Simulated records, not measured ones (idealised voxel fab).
Herein follows the process module entitled voxel transistor to metal.
It is cross-section cut that appears here, measuring 300 nm in width, its square cells being 5 nm in size.
When this document writes out a cross-section, it uses a grid of square cells and lists it as bands, beginning at the top and moving down, with a band standing for one or more rows of cells. Top height, bottom height, nm. Materials left to right, width each, nm. Single material + "all across" = fills band edge to edge. "blank" = empty. The level at which height equals 0 is the one under which the wafer, as it arrives, is entirely one material. No lower edge exists for the bottom band, which continues downward and is notated as in "0 down". The two numbers in a width such as "30..40" mark its ends across the band: the first belongs to the top row of cells, the second to the bottom row, and from each row to the next the width moves by the same amount. "no modifications" (step): cross-section cells unchanged, all of them. The label "Closed void catalog" introduces a list of the empty spaces, 8 cells or larger, that have no open way up to the top; each entry in it reads width x height at distance, where the distance is taken from the left edge and all three are stated in nm. On a step's line, text after the settings is the simulator commenting on that step. A step line may carry the setting "overlay nm", which, for steps involving a mask, states the distance by which the mask lay to the right of its intended position; negative values denote displacement to the left.
**This section lists the process steps that were planned**
1. RECEIVE (material Si)
2. CONFORMAL_DEP (material SiO2; thk nm 5)
3. CONFORMAL_DEP (material SiN; thk nm 15)
4. PATTERN (tone cover; mask id ACTIVE; material resist; width nm 115; pitch nm 145; thk nm 20; overlay nm 0)
5. DIRECTIONAL_ETCH (etch materials SiN; depth nm 15)
6. DIRECTIONAL_ETCH (etch materials SiO2; depth nm 5)
7. DIRECTIONAL_ETCH (etch materials Si; depth nm 25)
8. STRIP (etch materials resist)
9. OXIDIZE (depth nm 5)
10. FILL_DEP (material SiO2; thk nm 10)
11. CMP (height nm 20)
12. SELECTIVE_ETCH (etch materials SiO2; depth nm 5)
13. STRIP (etch materials SiN)
14. SELECTIVE_ETCH (etch materials SiO2; depth nm 5)
15. OXIDIZE (depth nm 5)
16. DIRECTIONAL_DEP (material polySi; thk nm 25)
17. DIRECTIONAL_DEP (material SiCN; thk nm 10)
18. MASKED_ETCH (tone cover; mask id GATE; width nm 25; pitch nm 145; etch materials SiCN; depth nm 20; overlay nm 0)
19. MASKED_ETCH (tone cover; mask id GATE; width nm 25; pitch nm 145; etch materials polySi; depth nm 35; overlay nm 0)
20. CONFORMAL_DEP (material SiN; thk nm 10)
21. DIRECTIONAL_ETCH (etch materials SiN; depth nm 10)
22. DIRECTIONAL_ETCH (etch materials SiO2; depth nm 5)
23. DIRECTIONAL_ETCH (etch materials Si; depth nm 15)
24. EPI (material nSi; thk nm 20)
25. FILL_DEP (material SiO2; thk nm 10)
26. CMP (height nm 35)
27. DIRECTIONAL_DEP (material SiO2; thk nm 10)
28. MASKED_ETCH (tone open; mask id CONTACT; width nm 30; etch materials SiO2; depth nm 45; overlay nm 0)
29. CONFORMAL_DEP (material TiN; thk nm 5)
30. FILL_DEP (material Ru; thk nm 5)
31. CMP (height nm 45)
32. DIRECTIONAL_DEP (material TiN; thk nm 5)
33. DIRECTIONAL_DEP (material W; thk nm 15)
34. PATTERN (tone cover; mask id METAL_1; material resist; width nm 20; thk nm 15; overlay nm 0)
35. DIRECTIONAL_ETCH (etch materials W; depth nm 15)
36. DIRECTIONAL_ETCH (etch materials TiN; depth nm 5)
37. STRIP (etch materials resist)
38. FILL_DEP (material lowk; thk nm 10)
39. CMP (height nm 65)
40. CONFORMAL_DEP (material SiCN; thk nm 5)
41. DIRECTIONAL_DEP (material SiO2; thk nm 30)
42. PATTERN (tone open; mask id METAL_2_HOLES; material resist; width nm 15; pitch nm 145; thk nm 20; overlay nm 0)
43. DIRECTIONAL_ETCH (etch materials SiO2; depth nm 30)
44. STRIP (etch materials resist)
45. PATTERN (tone open; mask id METAL_2; material resist; width nm 20; pitch nm 145; thk nm 20; overlay nm 0)
46. DIRECTIONAL_ETCH (etch materials SiO2; depth nm 15)
47. DIRECTIONAL_ETCH (etch materials SiCN; depth nm 5)
48. STRIP (etch materials resist)
49. CONFORMAL_DEP (material TiN; thk nm 5)
50. FILL_DEP (material Cu; thk nm 5)
51. CMP (height nm 100)
52. CONFORMAL_DEP (material SiCN; thk nm 5)
**Cross-section of the incoming wafer, state after step 1**
* 0 down  Si all across
* Closed void catalog: none
**Below is the wafer in cross-section after the module was completed. It began from the starting point shown above and followed the plan shown above, except that one mistake was made while running it**
* 105 to 100  SiCN all across
* 100 to 90  SiO2=30, TiN=5, Cu=10, TiN=5, SiO2=125, TiN=5, Cu=10, TiN=5, SiO2=105
* 90 to 85  SiO2=30, TiN=5, Cu=5, TiN=10, SiO2=125, TiN=5, Cu=5, TiN=10, SiO2=105
* 85 to 70  SiO2=30, TiN=5, Cu=5, TiN=5, SiO2=130, TiN=5, Cu=5, TiN=5, SiO2=110
* 70 to 65  SiCN=30, TiN=15, SiCN=130, TiN=15, SiCN=110
* 65 to 50  lowk=30, W=20, lowk=55, W=20, lowk=50, W=20, lowk=55, W=20, lowk=30
* 50 to 45  lowk=30, TiN=20, lowk=55, TiN=20, lowk=50, TiN=20, lowk=55, TiN=20, lowk=30
* 45 to 35  SiO2=30, TiN=5, Ru=20..15, TiN=5..10, SiO2=35, TiN=5..10, Ru=20..15, TiN=5, SiO2=50, TiN=5, Ru=20..15, TiN=5..10, SiO2=35, TiN=5..10, Ru=20..15, TiN=5, SiO2=30
* 35 to 25  SiO2=30, TiN=5, Ru=15, TiN=5, SiN=10, SiCN=25, SiN=10, TiN=5, Ru=15, TiN=5, SiO2=50, TiN=5, Ru=15, TiN=5, SiN=10, SiCN=25, SiN=10, TiN=5, Ru=15, TiN=5, SiO2=30
* 25 to 20  SiO2=30, TiN=5, Ru=15, TiN=5, SiN=10, polySi=25, SiN=10, TiN=5, Ru=15, TiN=5, SiO2=50, TiN=5, Ru=15, TiN=5, SiN=10, polySi=25, SiN=10, TiN=5, Ru=15, TiN=5, SiO2=30
* 20 to 15  SiO2=30, TiN=25, SiN=10, polySi=25, SiN=10, TiN=25, SiO2=50, TiN=25, SiN=10, polySi=25, SiN=10, TiN=25, SiO2=30
* 15 to 10  SiO2=30, TiN=5, nSi=20, SiN=10, polySi=25, SiN=10, nSi=20, TiN=5, SiO2=50, TiN=5, nSi=20, SiN=10, polySi=25, SiN=10, nSi=20, TiN=5, SiO2=30
* 10 to 0  SiO2=15, SiN=10, SiO2=5, TiN=5, nSi=20, SiN=10, polySi=25, SiN=10, nSi=20, TiN=5, SiO2=10, SiN=10, SiO2=15, SiN=10, SiO2=5, TiN=5, nSi=20, SiN=10, polySi=25, SiN=10, nSi=20, TiN=5, SiO2=10, SiN=10, SiO2=10
* 0 to -5  SiO2=25, nSi=30, SiO2=45, nSi=35, SiO2=35, nSi=30, SiO2=45, nSi=35, SiO2=20
* -5 to -20  SiO2=25, nSi=30, Si=45, nSi=35, SiO2=35, nSi=30, Si=45, nSi=35, SiO2=20
* -20 to -30  SiO2=25, Si=110, SiO2=35, Si=110, SiO2=20
* -30 down  Si all across
* Closed void catalog: none
Error vs. plan: step 4 ran as: PATTERN (tone cover; mask id ACTIVE; material resist; width nm 120; pitch nm 145; thk nm 20; overlay nm 0)
